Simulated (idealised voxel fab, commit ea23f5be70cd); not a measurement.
process module | voxel tone inversion
cross-section cut | 270 nm wide | cells 5 nm
A cross-section is a grid of square cells, given in bands from the top down. A band is one or more rows of cells.
Each band's line starts with the height of the band's top and of its bottom, in nm. Then come its materials from left to right, each with its width in nm. One material with "throughout" fills the band from edge to edge. "air" is empty space.
Height 0 is the level under which the wafer as received is all one material. The lowest band goes on downwards, as in "0 down".
A width such as "30 to 40" changes by the same amount from each row of cells to the next, from the band's top row to its bottom row.
"no change" after a step means that no cell of the cross-section changed.
closed voids: empty space of 8 cells or more with no open way to the top, each as width x height at its distance from the left edge, in nm
after a step's settings: what the simulator itself notes on the step
overlay nm, on a step with a mask: how far to the right of its planned place the mask lay; to the left if negative
plan
1 op RECEIVE | material Si
2 op CONFORMAL_DEP | material SiCN | thk nm 10
3 op DIRECTIONAL_DEP | material polySi | thk nm 15
4 op PATTERN | tone cover | mask id POSTS | material resist | width nm 15 | pitch nm 35 | thk nm 25 | overlay nm 0
5 op DIRECTIONAL_ETCH | etch materials polySi | depth nm 15
6 op STRIP | etch materials resist
7 op FILL_DEP | material lowk | thk nm 10
8 op CMP | height nm 25
9 op STRIP | etch materials polySi
10 op CONFORMAL_DEP | material TiN | thk nm 5
11 op FILL_DEP | material Ru | thk nm 5
12 op CMP | height nm 25
13 op CONFORMAL_DEP | material SiCN | thk nm 5
first wafer, as planned
as received, after step 1
  0 down: Si throughout
  closed voids: none
after step 2
  10 to 0: SiCN throughout
  below 0: unchanged
after step 3
  25 to 10: polySi throughout
  below 10: unchanged
after step 4
  50 to 25: air 90 | resist 15 | air 20 | resist 15 | air 20 | resist 15 | air 95
  below 25: unchanged
after step 5
  50 to 25: air 90 | resist 15 | air 20 | resist 15 | air 20 | resist 15 | air 95
  25 to 10: air 90 | polySi 15 | air 20 | polySi 15 | air 20 | polySi 15 | air 95
  below 10: unchanged
after step 6
  25 to 10: air 90 | polySi 15 | air 20 | polySi 15 | air 20 | polySi 15 | air 95
  below 10: unchanged
after step 7
  35 to 25: lowk throughout
  25 to 10: lowk 90 | polySi 15 | lowk 20 | polySi 15 | lowk 20 | polySi 15 | lowk 95
  below 10: unchanged
after step 8
  25 to 10: lowk 90 | polySi 15 | lowk 20 | polySi 15 | lowk 20 | polySi 15 | lowk 95
  below 10: unchanged
after step 9
  25 to 10: lowk 90 | air 15 | lowk 20 | air 15 | lowk 20 | air 15 | lowk 95
  below 10: unchanged
after step 10
  30 to 25: TiN 95 | air 5 | TiN 30 | air 5 | TiN 30 | air 5 | TiN 100
  25 to 15: lowk 90 | TiN 5 | air 5 | TiN 5 | lowk 20 | TiN 5 | air 5 | TiN 5 | lowk 20 | TiN 5 | air 5 | TiN 5 | lowk 95
  15 to 10: lowk 90 | TiN 15 | lowk 20 | TiN 15 | lowk 20 | TiN 15 | lowk 95
  below 10: unchanged
after step 11
  35 to 30: Ru throughout
  30 to 25: TiN 95 | Ru 5 | TiN 30 | Ru 5 | TiN 30 | Ru 5 | TiN 100
  25 to 15: lowk 90 | TiN 5 | Ru 5 | TiN 5 | lowk 20 | TiN 5 | Ru 5 | TiN 5 | lowk 20 | TiN 5 | Ru 5 | TiN 5 | lowk 95
  below 15: unchanged
after step 12
  25 to 15: lowk 90 | TiN 5 | Ru 5 | TiN 5 | lowk 20 | TiN 5 | Ru 5 | TiN 5 | lowk 20 | TiN 5 | Ru 5 | TiN 5 | lowk 95
  below 15: unchanged
after step 13
  30 to 25: SiCN throughout
  below 25: unchanged
second wafer: like start, like plan, one mistake. Through step 2 it matches the first wafer
when step 3 should have ended
  20 to 10: polySi throughout
  below 10: unchanged
when step 4 should have ended
  45 to 20: air 90 | resist 15 | air 20 | resist 15 | air 20 | resist 15 | air 95
  below 20: unchanged
when step 5 should have ended
  45 to 20: air 90 | resist 15 | air 20 | resist 15 | air 20 | resist 15 | air 95
  20 to 10: air 90 | polySi 15 | air 20 | polySi 15 | air 20 | polySi 15 | air 95
  below 10: unchanged
when step 6 should have ended
  20 to 10: air 90 | polySi 15 | air 20 | polySi 15 | air 20 | polySi 15 | air 95
  below 10: unchanged
when step 7 should have ended
  30 to 20: lowk throughout
  20 to 10: lowk 90 | polySi 15 | lowk 20 | polySi 15 | lowk 20 | polySi 15 | lowk 95
  below 10: unchanged
when step 8 should have ended
  25 to 20: lowk throughout
  below 20: unchanged
when step 9 should have ended: no change
when step 10 should have ended
  30 to 25: TiN throughout
  below 25: unchanged
when step 11 should have ended
  35 to 30: Ru throughout
  below 30: unchanged
when step 12 should have ended
  25 to 20: lowk throughout
  below 20: unchanged
when step 13 should have ended
  30 to 25: SiCN throughout
  below 25: unchanged
what went wrong: step 3 ran as: op DIRECTIONAL_DEP | material polySi | thk nm 10
at the end the second wafer has, in cells: 6 fewer of Ru | 21 fewer of TiN | 9 more of lowk | 18 more of polySi
